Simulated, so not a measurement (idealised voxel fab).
Process module under the name voxel wiring stack
Section shown: cut. Width: 165 nm. Cell size: 5 nm, square.
Cross-section spec: square-cell grid; bands listed top down; each band is one or more rows. Heights first: top, then bottom, in nm. Then materials, left to right, each with a width in nm. "full width" on a single material: fills the band edge to edge. "blank": empty space. The reference from which all heights are counted is 0, the level beneath which the as-received wafer is entirely one material; the lowest band, having no lower bound, proceeds downward and is written after the example "z 0 and below". A width such as "30->40" changes by the same amount from each row of cells to the next, from the band's top row to its bottom row. Key: "nothing got changed" - step with no changed cell in the cross-section. "Non-vented voids" specifies each empty space that is not open to the top and that occupies no fewer than 8 cells, using the form width x height at distance, the distance measured from the left edge and all three quantities in nm. That trailing text on a step's line, after the settings, is the simulator's own remark on the step. The setting "overlay nm" may be written on the line of a step. When the step uses a mask, the value reports how far to the right of the planned place the mask lay, and a negative value reports that it lay to the left.

The steps planned for the process are as follows:
| 1 | RECEIVE,material Si |
| 2 | CONFORMAL_DEP,material SiO2,thk nm 15 |
| 3 | DIRECTIONAL_DEP,material TiN,thk nm 5 |
| 4 | DIRECTIONAL_DEP,material W,thk nm 15 |
| 5 | PATTERN,tone cover,mask id METAL_1,material resist,width nm 30,pitch nm 50,thk nm 15,overlay nm 0 |
| 6 | DIRECTIONAL_ETCH,etch materials W,depth nm 15 |
| 7 | DIRECTIONAL_ETCH,etch materials TiN,depth nm 5 |
| 8 | STRIP,etch materials resist |
| 9 | FILL_DEP,material lowk,thk nm 5 |
| 10 | CMP,height nm 35 |
| 11 | CONFORMAL_DEP,material SiCN,thk nm 5 |
| 12 | DIRECTIONAL_DEP,material SiO2,thk nm 25 |
| 13 | MASKED_ETCH,tone open,mask id METAL_2_HOLES,width nm 15,pitch nm 50,etch materials SiO2,depth nm 25,overlay nm 0 |
| 14 | PATTERN,tone open,mask id METAL_2,material resist,width nm 30,pitch nm 50,thk nm 15,overlay nm 0 |
| 15 | DIRECTIONAL_ETCH,etch materials SiO2,depth nm 15 |
| 16 | DIRECTIONAL_ETCH,etch materials SiCN,depth nm 5 |
| 17 | STRIP,etch materials resist |
| 18 | CONFORMAL_DEP,material TiN,thk nm 5 |
| 19 | FILL_DEP,material Cu,thk nm 5 |
| 20 | CMP,height nm 65 |
| 21 | CONFORMAL_DEP,material SiCN,thk nm 5 |
| 22 | DIRECTIONAL_DEP,material lowk,thk nm 20 |
| 23 | PATTERN,tone open,mask id PLUG_2,material resist,width nm 15,pitch nm 50,thk nm 15,overlay nm 0 |
| 24 | DIRECTIONAL_ETCH,etch materials lowk,depth nm 20 |
| 25 | DIRECTIONAL_ETCH,etch materials SiCN,depth nm 5 |
| 26 | STRIP,etch materials resist |
| 27 | EPI,material Ru,thk nm 10 |
| 28 | EPI,material Ru,thk nm 10 |
| 29 | EPI,material Ru,thk nm 5 |
| 30 | DIRECTIONAL_DEP,material TiN,thk nm 5 |
| 31 | DIRECTIONAL_DEP,material Ru,thk nm 20 |
| 32 | MASKED_ETCH,tone cover,mask id METAL_3,width nm 30,pitch nm 50,etch materials Ru,depth nm 20,overlay nm 0 |
| 33 | MASKED_ETCH,tone cover,mask id METAL_3,width nm 30,pitch nm 50,etch materials TiN,depth nm 5,overlay nm 0 |
| 34 | FILL_DEP,material SiO2,thk nm 5 |
| 35 | CMP,height nm 115 |
| 36 | CONFORMAL_DEP,material SiCN,thk nm 5 |

Cross-section of the incoming wafer, state after step 1:
z 0 and below | Si full width
Non-vented voids: none

Cross-sectional view of the first of the two wafers upon completion of the module, processed in accordance with the plan:
z 120 to 115 | SiCN full width
z 115 to 95 | SiO2=40; Ru=30; SiO2=20; Ru=30; SiO2=45
z 95 to 90 | SiO2=40; TiN=30; SiO2=20; TiN=30; SiO2=45
z 90 to 70 | lowk=40; Ru=15; lowk=35; Ru=15; lowk=60
z 70 to 65 | SiCN=40; Ru=15; SiCN=35; Ru=15; SiCN=60
z 65 to 55 | SiO2=40; TiN=5; Cu=20; TiN=5; SiO2=20; TiN=5; Cu=20; TiN=5; SiO2=45
z 55 to 50 | SiO2=40; TiN=5; Cu=5; TiN=20; SiO2=20; TiN=5; Cu=5; TiN=20; SiO2=45
z 50 to 40 | SiO2=40; TiN=5; Cu=5; TiN=5; SiO2=35; TiN=5; Cu=5; TiN=5; SiO2=60
z 40 to 35 | SiCN=40; TiN=15; SiCN=35; TiN=15; SiCN=60
z 35 to 20 | lowk=40; W=30; lowk=20; W=30; lowk=45
z 20 to 15 | lowk=40; TiN=30; lowk=20; TiN=30; lowk=45
z 15 to 0 | SiO2 full width
z 0 and below | Si full width
Non-vented voids: none

This cross-section belongs to the second wafer of two at the end of the module; the start and the plan were shared with the first, and the run included one mistake:
z 120 to 115 | SiCN full width
z 115 to 95 | SiO2=45; Ru=30; SiO2=20; Ru=30; SiO2=40
z 95 to 90 | SiO2=40; TiN=35; SiO2=15; TiN=35; SiO2=40
z 90 to 70 | lowk=40; Ru=15; lowk=35; Ru=15; lowk=60
z 70 to 65 | SiCN=40; Ru=15; SiCN=35; Ru=15; SiCN=60
z 65 to 55 | SiO2=40; TiN=5; Cu=20; TiN=5; SiO2=20; TiN=5; Cu=20; TiN=5; SiO2=45
z 55 to 50 | SiO2=40; TiN=5; Cu=5; TiN=20; SiO2=20; TiN=5; Cu=5; TiN=20; SiO2=45
z 50 to 40 | SiO2=40; TiN=5; Cu=5; TiN=5; SiO2=35; TiN=5; Cu=5; TiN=5; SiO2=60
z 40 to 35 | SiCN=40; TiN=15; SiCN=35; TiN=15; SiCN=60
z 35 to 20 | lowk=40; W=30; lowk=20; W=30; lowk=45
z 20 to 15 | lowk=40; TiN=30; lowk=20; TiN=30; lowk=45
z 15 to 0 | SiO2 full width
z 0 and below | Si full width
Non-vented voids: none
Against the plan, the run slipped here: in deviation from the planned setting, step 32 was conducted as MASKED_ETCH,tone cover,mask id METAL_3,width nm 30,pitch nm 50,etch materials Ru,depth nm 20,overlay nm 5
Wrapping up, a cell-based count of both wafers puts the second over or under the first for these materials: SiO2: 2 fewer; TiN: 2 more
